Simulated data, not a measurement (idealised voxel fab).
process module | voxel wiring stack
cross-section cut | 165 nm wide | cells 5 nm
A cross-section is a grid of square cells, given in bands from the top down. A band is one or more rows of cells.
Each band's line starts with the height of the band's top and of its bottom, in nm. Then come its materials from left to right, each with its width in nm. One material with "throughout" fills the band from edge to edge. "air" is empty space.
Height 0 is the level under which the wafer as received is all one material. The lowest band goes on downwards, as in "0 down".
A width such as "30 to 40" changes by the same amount from each row of cells to the next, from the band's top row to its bottom row.
"no change" after a step means that no cell of the cross-section changed.
closed voids: empty space of 8 cells or more with no open way to the top, each as width x height at its distance from the left edge, in nm
after a step's settings: what the simulator itself notes on the step
overlay nm, on a step with a mask: how far to the right of its planned place the mask lay; to the left if negative
plan
1 op RECEIVE | material Si
2 op CONFORMAL_DEP | material SiO2 | thk nm 15
3 op CONFORMAL_DEP | material SiCN | thk nm 5
4 op DIRECTIONAL_DEP | material SiO2 | thk nm 20
5 op PATTERN | tone open | mask id METAL_1 | material resist | width nm 25 | pitch nm 50 | thk nm 20 | overlay nm 0
6 op DIRECTIONAL_ETCH | etch materials SiO2 | depth nm 20
7 op DIRECTIONAL_ETCH | etch materials SiCN | depth nm 5
8 op STRIP | etch materials resist
9 op CONFORMAL_DEP | material TiN | thk nm 5
10 op FILL_DEP | material Cu | thk nm 10
11 op CMP | height nm 40
12 op EPI | material Ru | thk nm 5
13 op FILL_DEP | material SiCN | thk nm 5
14 op DIRECTIONAL_DEP | material SiO2 | thk nm 15
15 op DIRECTIONAL_DEP | material aC | thk nm 10
16 op PATTERN | tone open | mask id PLUG_1 | material resist | width nm 15 | thk nm 25 | overlay nm 0
17 op DIRECTIONAL_ETCH | etch materials aC | depth nm 10
18 op STRIP | etch materials resist
19 op DIRECTIONAL_ETCH | etch materials SiO2 | depth nm 15
20 op DIRECTIONAL_ETCH | etch materials SiCN | depth nm 5
21 op STRIP | etch materials aC
22 op CONFORMAL_DEP | material TiN | thk nm 5
23 op FILL_DEP | material Cu | thk nm 5
24 op CMP | height nm 65
25 op DIRECTIONAL_DEP | material TiN | thk nm 5
26 op DIRECTIONAL_DEP | material W | thk nm 15
27 op MASKED_ETCH | tone cover | mask id METAL_2 | width nm 25 | pitch nm 50 | etch materials W | depth nm 15 | overlay nm 0
28 op MASKED_ETCH | tone cover | mask id METAL_2 | width nm 25 | pitch nm 50 | etch materials TiN | depth nm 5 | overlay nm 0
29 op FILL_DEP | material lowk | thk nm 10
30 op CMP | height nm 85
31 op CONFORMAL_DEP | material SiCN | thk nm 5
32 op DIRECTIONAL_DEP | material lowk | thk nm 25
33 op DIRECTIONAL_DEP | material aC | thk nm 10
34 op PATTERN | tone open | mask id METAL_3_HOLES | material resist | width nm 15 | thk nm 30 | overlay nm 0
35 op DIRECTIONAL_ETCH | etch materials aC | depth nm 10
36 op STRIP | etch materials resist
37 op DIRECTIONAL_ETCH | etch materials lowk | depth nm 25
38 op STRIP | etch materials aC
39 op MASKED_ETCH | tone open | mask id METAL_3 | width nm 25 | pitch nm 50 | etch materials lowk | depth nm 15 | overlay nm 0
40 op MASKED_ETCH | tone open | mask id METAL_3 | width nm 25 | pitch nm 50 | etch materials SiCN | depth nm 5 | overlay nm 0
41 op CONFORMAL_DEP | material TiN | thk nm 5
42 op FILL_DEP | material Ru | thk nm 5
43 op CMP | height nm 115
44 op CONFORMAL_DEP | material SiCN | thk nm 5
45 op DIRECTIONAL_DEP | material SiO2 | thk nm 30
46 op DIRECTIONAL_DEP | material aC | thk nm 15
47 op PATTERN | tone open | mask id METAL_4_HOLES | material resist | width nm 15 | pitch nm 50 | thk nm 30 | overlay nm 0
48 op DIRECTIONAL_ETCH | etch materials aC | depth nm 15
49 op STRIP | etch materials resist
50 op DIRECTIONAL_ETCH | etch materials SiO2 | depth nm 30
51 op STRIP | etch materials aC
52 op DIRECTIONAL_DEP | material aC | thk nm 15
53 op PATTERN | tone open | mask id METAL_4 | material resist | width nm 25 | pitch nm 50 | thk nm 30 | overlay nm 0
54 op DIRECTIONAL_ETCH | etch materials aC | depth nm 15
55 op STRIP | etch materials resist
56 op DIRECTIONAL_ETCH | etch materials SiO2 | depth nm 15
57 op DIRECTIONAL_ETCH | etch materials SiCN | depth nm 5
58 op STRIP | etch materials aC
59 op CONFORMAL_DEP | material TiN | thk nm 5
60 op FILL_DEP | material Cu | thk nm 5
61 op CMP | height nm 150
62 op CONFORMAL_DEP | material SiN | thk nm 5
first wafer, as planned
as received, after step 1
  0 down: Si throughout
  closed voids: none
after step 2
  15 to 0: SiO2 throughout
  below 0: unchanged
after step 3
  20 to 15: SiCN throughout
  below 15: unchanged
after step 4
  40 to 20: SiO2 throughout
  below 20: unchanged
after step 5
  60 to 40: resist 45 | air 25 | resist 25 | air 25 | resist 45
  below 40: unchanged
after step 6
  60 to 40: resist 45 | air 25 | resist 25 | air 25 | resist 45
  40 to 20: SiO2 45 | air 25 | SiO2 25 | air 25 | SiO2 45
  below 20: unchanged
after step 7
  60 to 40: resist 45 | air 25 | resist 25 | air 25 | resist 45
  40 to 20: SiO2 45 | air 25 | SiO2 25 | air 25 | SiO2 45
  20 to 15: SiCN 45 | air 25 | SiCN 25 | air 25 | SiCN 45
  below 15: unchanged
after step 8
  40 to 20: SiO2 45 | air 25 | SiO2 25 | air 25 | SiO2 45
  below 20: unchanged
after step 9
  45 to 40: TiN 50 | air 15 | TiN 35 | air 15 | TiN 50
  40 to 20: SiO2 45 | TiN 5 | air 15 | TiN 5 | SiO2 25 | TiN 5 | air 15 | TiN 5 | SiO2 45
  20 to 15: SiCN 45 | TiN 25 | SiCN 25 | TiN 25 | SiCN 45
  below 15: unchanged
after step 10
  55 to 45: Cu throughout
  45 to 40: TiN 50 | Cu 15 | TiN 35 | Cu 15 | TiN 50
  40 to 20: SiO2 45 | TiN 5 | Cu 15 | TiN 5 | SiO2 25 | TiN 5 | Cu 15 | TiN 5 | SiO2 45
  below 20: unchanged
after step 11
  40 to 20: SiO2 45 | TiN 5 | Cu 15 | TiN 5 | SiO2 25 | TiN 5 | Cu 15 | TiN 5 | SiO2 45
  below 20: unchanged
after step 12
  45 to 40: air 40 | Ru 35 | air 15 | Ru 35 | air 40
  below 40: unchanged
after step 13
  50 to 45: SiCN throughout
  45 to 40: SiCN 40 | Ru 35 | SiCN 15 | Ru 35 | SiCN 40
  below 40: unchanged
after step 14
  65 to 50: SiO2 throughout
  below 50: unchanged
after step 15
  75 to 65: aC throughout
  below 65: unchanged
after step 16
  100 to 75: resist 45 | air 15 | resist 105
  below 75: unchanged
after step 17
  90 to 75: resist 45 | air 15 | resist 105
  75 to 65: aC 45 | air 15 | aC 105
  below 65: unchanged
after step 18
  75 to 65: aC 45 | air 15 | aC 105
  below 65: unchanged
after step 19
  75 to 65: aC 45 | air 15 | aC 105
  65 to 50: SiO2 45 | air 15 | SiO2 105
  below 50: unchanged
after step 20
  75 to 65: aC 45 | air 15 | aC 105
  65 to 50: SiO2 45 | air 15 | SiO2 105
  50 to 45: SiCN 45 | air 15 | SiCN 105
  below 45: unchanged
after step 21
  65 to 50: SiO2 45 | air 15 | SiO2 105
  below 50: unchanged
after step 22
  70 to 65: TiN 50 | air 5 | TiN 110
  65 to 50: SiO2 45 | TiN 5 | air 5 | TiN 5 | SiO2 105
  50 to 45: SiCN 45 | TiN 15 | SiCN 105
  below 45: unchanged
after step 23
  75 to 70: Cu throughout
  70 to 65: TiN 50 | Cu 5 | TiN 110
  65 to 50: SiO2 45 | TiN 5 | Cu 5 | TiN 5 | SiO2 105
  below 50: unchanged
after step 24
  65 to 50: SiO2 45 | TiN 5 | Cu 5 | TiN 5 | SiO2 105
  below 50: unchanged
after step 25
  70 to 65: TiN throughout
  below 65: unchanged
after step 26
  85 to 70: W throughout
  below 70: unchanged
after step 27
  85 to 70: air 45 | W 25 | air 25 | W 25 | air 45
  below 70: unchanged
after step 28
  85 to 70: air 45 | W 25 | air 25 | W 25 | air 45
  70 to 65: air 45 | TiN 25 | air 25 | TiN 25 | air 45
  below 65: unchanged
after step 29
  95 to 85: lowk throughout
  85 to 70: lowk 45 | W 25 | lowk 25 | W 25 | lowk 45
  70 to 65: lowk 45 | TiN 25 | lowk 25 | TiN 25 | lowk 45
  below 65: unchanged
after step 30
  85 to 70: lowk 45 | W 25 | lowk 25 | W 25 | lowk 45
  below 70: unchanged
after step 31
  90 to 85: SiCN throughout
  below 85: unchanged
after step 32
  115 to 90: lowk throughout
  below 90: unchanged
after step 33
  125 to 115: aC throughout
  below 115: unchanged
after step 34
  155 to 125: resist 45 | air 15 | resist 105
  below 125: unchanged
after step 35
  145 to 125: resist 45 | air 15 | resist 105
  125 to 115: aC 45 | air 15 | aC 105
  below 115: unchanged
after step 36
  125 to 115: aC 45 | air 15 | aC 105
  below 115: unchanged
after step 37
  125 to 115: aC 45 | air 15 | aC 105
  115 to 90: lowk 45 | air 15 | lowk 105
  below 90: unchanged
after step 38
  115 to 90: lowk 45 | air 15 | lowk 105
  below 90: unchanged
after step 39
  115 to 100: lowk 45 | air 25 | lowk 25 | air 25 | lowk 45
  below 100: unchanged
after step 40
  115 to 100: lowk 45 | air 25 | lowk 25 | air 25 | lowk 45
  100 to 90: lowk 45 | air 15 | lowk 105
  90 to 85: SiCN 45 | air 15 | SiCN 105
  below 85: unchanged
after step 41
  120 to 115: TiN 50 | air 15 | TiN 35 | air 15 | TiN 50
  115 to 105: lowk 45 | TiN 5 | air 15 | TiN 5 | lowk 25 | TiN 5 | air 15 | TiN 5 | lowk 45
  105 to 100: lowk 45 | TiN 5 | air 5 | TiN 15 | lowk 25 | TiN 25 | lowk 45
  100 to 90: lowk 45 | TiN 5 | air 5 | TiN 5 | lowk 105
  90 to 85: SiCN 45 | TiN 15 | SiCN 105
  below 85: unchanged
after step 42
  125 to 120: Ru throughout
  120 to 115: TiN 50 | Ru 15 | TiN 35 | Ru 15 | TiN 50
  115 to 105: lowk 45 | TiN 5 | Ru 15 | TiN 5 | lowk 25 | TiN 5 | Ru 15 | TiN 5 | lowk 45
  105 to 100: lowk 45 | TiN 5 | Ru 5 | TiN 15 | lowk 25 | TiN 25 | lowk 45
  100 to 90: lowk 45 | TiN 5 | Ru 5 | TiN 5 | lowk 105
  below 90: unchanged
after step 43
  115 to 105: lowk 45 | TiN 5 | Ru 15 | TiN 5 | lowk 25 | TiN 5 | Ru 15 | TiN 5 | lowk 45
  below 105: unchanged
after step 44
  120 to 115: SiCN throughout
  below 115: unchanged
after step 45
  150 to 120: SiO2 throughout
  below 120: unchanged
after step 46
  165 to 150: aC throughout
  below 150: unchanged
after step 47
  195 to 165: resist 45 | air 15 | resist 35 | air 15 | resist 55
  below 165: unchanged
after step 48
  180 to 165: resist 45 | air 15 | resist 35 | air 15 | resist 55
  165 to 150: aC 45 | air 15 | aC 35 | air 15 | aC 55
  below 150: unchanged
after step 49
  165 to 150: aC 45 | air 15 | aC 35 | air 15 | aC 55
  below 150: unchanged
after step 50
  165 to 150: aC 45 | air 15 | aC 35 | air 15 | aC 55
  150 to 120: SiO2 45 | air 15 | SiO2 35 | air 15 | SiO2 55
  below 120: unchanged
after step 51
  150 to 120: SiO2 45 | air 15 | SiO2 35 | air 15 | SiO2 55
  below 120: unchanged
after step 52
  165 to 150: aC 45 | air 15 | aC 35 | air 15 | aC 55
  150 to 135: SiO2 45 | air 15 | SiO2 35 | air 15 | SiO2 55
  135 to 120: SiO2 45 | aC 15 | SiO2 35 | aC 15 | SiO2 55
  below 120: unchanged
after step 53
  195 to 165: resist 45 | air 25 | resist 25 | air 25 | resist 45
  below 165: unchanged
after step 54
  180 to 165: resist 45 | air 25 | resist 25 | air 25 | resist 45
  165 to 150: aC 45 | air 25 | aC 25 | air 25 | aC 45
  150 to 120: SiO2 45 | air 15 | SiO2 35 | air 15 | SiO2 55
  below 120: unchanged
after step 55
  165 to 150: aC 45 | air 25 | aC 25 | air 25 | aC 45
  below 150: unchanged
after step 56
  165 to 150: aC 45 | air 25 | aC 25 | air 25 | aC 45
  150 to 135: SiO2 45 | air 25 | SiO2 25 | air 25 | SiO2 45
  below 135: unchanged
after step 57
  165 to 150: aC 45 | air 25 | aC 25 | air 25 | aC 45
  150 to 135: SiO2 45 | air 25 | SiO2 25 | air 25 | SiO2 45
  135 to 120: SiO2 45 | air 15 | SiO2 35 | air 15 | SiO2 55
  120 to 115: SiCN 45 | air 15 | SiCN 35 | air 15 | SiCN 55
  below 115: unchanged
after step 58
  150 to 135: SiO2 45 | air 25 | SiO2 25 | air 25 | SiO2 45
  below 135: unchanged
after step 59
  155 to 150: TiN 50 | air 15 | TiN 35 | air 15 | TiN 50
  150 to 140: SiO2 45 | TiN 5 | air 15 | TiN 5 | SiO2 25 | TiN 5 | air 15 | TiN 5 | SiO2 45
  140 to 135: SiO2 45 | TiN 5 | air 5 | TiN 15 | SiO2 25 | TiN 5 | air 5 | TiN 15 | SiO2 45
  135 to 120: SiO2 45 | TiN 5 | air 5 | TiN 5 | SiO2 35 | TiN 5 | air 5 | TiN 5 | SiO2 55
  120 to 115: SiCN 45 | TiN 15 | SiCN 35 | TiN 15 | SiCN 55
  below 115: unchanged
after step 60
  160 to 155: Cu throughout
  155 to 150: TiN 50 | Cu 15 | TiN 35 | Cu 15 | TiN 50
  150 to 140: SiO2 45 | TiN 5 | Cu 15 | TiN 5 | SiO2 25 | TiN 5 | Cu 15 | TiN 5 | SiO2 45
  140 to 135: SiO2 45 | TiN 5 | Cu 5 | TiN 15 | SiO2 25 | TiN 5 | Cu 5 | TiN 15 | SiO2 45
  135 to 120: SiO2 45 | TiN 5 | Cu 5 | TiN 5 | SiO2 35 | TiN 5 | Cu 5 | TiN 5 | SiO2 55
  below 120: unchanged
after step 61
  150 to 140: SiO2 45 | TiN 5 | Cu 15 | TiN 5 | SiO2 25 | TiN 5 | Cu 15 | TiN 5 | SiO2 45
  below 140: unchanged
after step 62
  155 to 150: SiN throughout
  below 150: unchanged
second wafer: like start, like plan, one mistake. Through step 38 it matches the first wafer
when step 39 should have ended
  115 to 100: lowk 45 | air 25 | lowk 30 | air 20 | lowk 45
  below 100: unchanged
when step 40 should have ended
  115 to 100: lowk 45 | air 25 | lowk 30 | air 20 | lowk 45
  100 to 90: lowk 45 | air 15 | lowk 105
  90 to 85: SiCN 45 | air 15 | SiCN 105
  below 85: unchanged
when step 41 should have ended
  120 to 115: TiN 50 | air 15 | TiN 40 | air 10 | TiN 50
  115 to 105: lowk 45 | TiN 5 | air 15 | TiN 5 | lowk 30 | TiN 5 | air 10 | TiN 5 | lowk 45
  105 to 100: lowk 45 | TiN 5 | air 5 | TiN 15 | lowk 30 | TiN 20 | lowk 45
  100 to 90: lowk 45 | TiN 5 | air 5 | TiN 5 | lowk 105
  90 to 85: SiCN 45 | TiN 15 | SiCN 105
  below 85: unchanged
when step 42 should have ended
  125 to 120: Ru throughout
  120 to 115: TiN 50 | Ru 15 | TiN 40 | Ru 10 | TiN 50
  115 to 105: lowk 45 | TiN 5 | Ru 15 | TiN 5 | lowk 30 | TiN 5 | Ru 10 | TiN 5 | lowk 45
  105 to 100: lowk 45 | TiN 5 | Ru 5 | TiN 15 | lowk 30 | TiN 20 | lowk 45
  100 to 90: lowk 45 | TiN 5 | Ru 5 | TiN 5 | lowk 105
  below 90: unchanged
when step 43 should have ended
  115 to 105: lowk 45 | TiN 5 | Ru 15 | TiN 5 | lowk 30 | TiN 5 | Ru 10 | TiN 5 | lowk 45
  below 105: unchanged
when step 44 should have ended
  120 to 115: SiCN throughout
  below 115: unchanged
when step 45 should have ended
  150 to 120: SiO2 throughout
  below 120: unchanged
when step 46 should have ended
  165 to 150: aC throughout
  below 150: unchanged
when step 47 should have ended
  195 to 165: resist 45 | air 15 | resist 35 | air 15 | resist 55
  below 165: unchanged
when step 48 should have ended
  180 to 165: resist 45 | air 15 | resist 35 | air 15 | resist 55
  165 to 150: aC 45 | air 15 | aC 35 | air 15 | aC 55
  below 150: unchanged
when step 49 should have ended
  165 to 150: aC 45 | air 15 | aC 35 | air 15 | aC 55
  below 150: unchanged
when step 50 should have ended
  165 to 150: aC 45 | air 15 | aC 35 | air 15 | aC 55
  150 to 120: SiO2 45 | air 15 | SiO2 35 | air 15 | SiO2 55
  below 120: unchanged
when step 51 should have ended
  150 to 120: SiO2 45 | air 15 | SiO2 35 | air 15 | SiO2 55
  below 120: unchanged
when step 52 should have ended
  165 to 150: aC 45 | air 15 | aC 35 | air 15 | aC 55
  150 to 135: SiO2 45 | air 15 | SiO2 35 | air 15 | SiO2 55
  135 to 120: SiO2 45 | aC 15 | SiO2 35 | aC 15 | SiO2 55
  below 120: unchanged
when step 53 should have ended
  195 to 165: resist 45 | air 25 | resist 25 | air 25 | resist 45
  below 165: unchanged
when step 54 should have ended
  180 to 165: resist 45 | air 25 | resist 25 | air 25 | resist 45
  165 to 150: aC 45 | air 25 | aC 25 | air 25 | aC 45
  150 to 120: SiO2 45 | air 15 | SiO2 35 | air 15 | SiO2 55
  below 120: unchanged
when step 55 should have ended
  165 to 150: aC 45 | air 25 | aC 25 | air 25 | aC 45
  below 150: unchanged
when step 56 should have ended
  165 to 150: aC 45 | air 25 | aC 25 | air 25 | aC 45
  150 to 135: SiO2 45 | air 25 | SiO2 25 | air 25 | SiO2 45
  below 135: unchanged
when step 57 should have ended
  165 to 150: aC 45 | air 25 | aC 25 | air 25 | aC 45
  150 to 135: SiO2 45 | air 25 | SiO2 25 | air 25 | SiO2 45
  135 to 120: SiO2 45 | air 15 | SiO2 35 | air 15 | SiO2 55
  120 to 115: SiCN 45 | air 15 | SiCN 35 | air 15 | SiCN 55
  below 115: unchanged
when step 58 should have ended
  150 to 135: SiO2 45 | air 25 | SiO2 25 | air 25 | SiO2 45
  below 135: unchanged
when step 59 should have ended
  155 to 150: TiN 50 | air 15 | TiN 35 | air 15 | TiN 50
  150 to 140: SiO2 45 | TiN 5 | air 15 | TiN 5 | SiO2 25 | TiN 5 | air 15 | TiN 5 | SiO2 45
  140 to 135: SiO2 45 | TiN 5 | air 5 | TiN 15 | SiO2 25 | TiN 5 | air 5 | TiN 15 | SiO2 45
  135 to 120: SiO2 45 | TiN 5 | air 5 | TiN 5 | SiO2 35 | TiN 5 | air 5 | TiN 5 | SiO2 55
  120 to 115: SiCN 45 | TiN 15 | SiCN 35 | TiN 15 | SiCN 55
  below 115: unchanged
when step 60 should have ended
  160 to 155: Cu throughout
  155 to 150: TiN 50 | Cu 15 | TiN 35 | Cu 15 | TiN 50
  150 to 140: SiO2 45 | TiN 5 | Cu 15 | TiN 5 | SiO2 25 | TiN 5 | Cu 15 | TiN 5 | SiO2 45
  140 to 135: SiO2 45 | TiN 5 | Cu 5 | TiN 15 | SiO2 25 | TiN 5 | Cu 5 | TiN 15 | SiO2 45
  135 to 120: SiO2 45 | TiN 5 | Cu 5 | TiN 5 | SiO2 35 | TiN 5 | Cu 5 | TiN 5 | SiO2 55
  below 120: unchanged
when step 61 should have ended
  150 to 140: SiO2 45 | TiN 5 | Cu 15 | TiN 5 | SiO2 25 | TiN 5 | Cu 15 | TiN 5 | SiO2 45
  below 140: unchanged
when step 62 should have ended
  155 to 150: SiN throughout
  below 150: unchanged
what went wrong: step 39 ran as: op MASKED_ETCH | tone open | mask id METAL_3 | width nm 20 | pitch nm 50 | etch materials lowk | depth nm 15 | overlay nm 0
at the end the second wafer has, in cells: 2 fewer of Ru | 1 fewer of TiN | 3 more of lowk
